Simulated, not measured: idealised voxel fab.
Process module name: voxel ribs on slabs
Cross-section cut spans 230 nm and uses square cells 5 nm in size.
Cross-section spec: square-cell grid; bands listed top down; each band is one or more rows.
Band: top height; bottom height; in nm. Then, left to right: material with width in nm, for each material. "throughout": a single material spanning edge to edge. "blank": empty space.
Beneath 0, the wafer as received is one material, and that level is where height counting begins. The lowest band goes on downward without a bottom; it is written like "0 -> down".
Width: "30->40" (first number = top row, second number = bottom row, same change from row to row of cells).
The designation "nothing altered", where it is given for a processing step, indicates that no cell of the cross-section was altered in the course of that step.
"Voids, enclosed" - sealed voids, min. 8 cells, no opening to top; format: width x height at distance (distance from left edge; nm throughout).
Formally, on a step line, whatever follows the settings is a remark that the simulator itself makes on the step.
If you see "overlay nm" on a step's line and that step has a mask, it's telling you how far right of where it was planned the mask ended up; a negative number means it went left instead.
**This section lists the process steps that were planned**
1: RECEIVE: material Si
2: DIRECTIONAL_DEP: material SiO2, thk nm 20
3: DIRECTIONAL_DEP: material polySi, thk nm 20
4: DIRECTIONAL_DEP: material aC, thk nm 10
5: PATTERN: tone cover, mask id RIB, material resist, width nm 25, thk nm 30, overlay nm 0
6: DIRECTIONAL_ETCH: etch materials aC, depth nm 10
7: STRIP: etch materials resist
8: DIRECTIONAL_ETCH: etch materials polySi, depth nm 5
9: STRIP: etch materials aC
10: MASKED_ETCH: tone cover, mask id SLAB, width nm 65, etch materials polySi, depth nm 15, overlay nm 0
11: FILL_DEP: material SiO2, thk nm 20
12: CMP: height nm 55
13: DIRECTIONAL_DEP: material W, thk nm 5
14: PATTERN: tone cover, mask id HEATER, material resist, width nm 35, thk nm 20, overlay nm 0
15: DIRECTIONAL_ETCH: etch materials W, depth nm 5
16: STRIP: etch materials resist
17: CONFORMAL_DEP: material SiO2, thk nm 5
**As-received wafer cross-section (after step 1)**
  0 -> down: Si throughout
  Voids, enclosed: none
**Starting wafer: above. Plan: above. Run: one mistake. Cross-section after the module: below**
  65 -> 60: blank 90, then SiO2 45, then blank 95
  60 -> 55: SiO2 95, then W 35, then SiO2 100
  55 -> 40: SiO2 80, then polySi 65, then SiO2 85
  40 -> 0: SiO2 throughout
  0 -> down: Si throughout
  Voids, enclosed: none
Deviation noted in wafer processing: twice over, step 2 of the plan was run
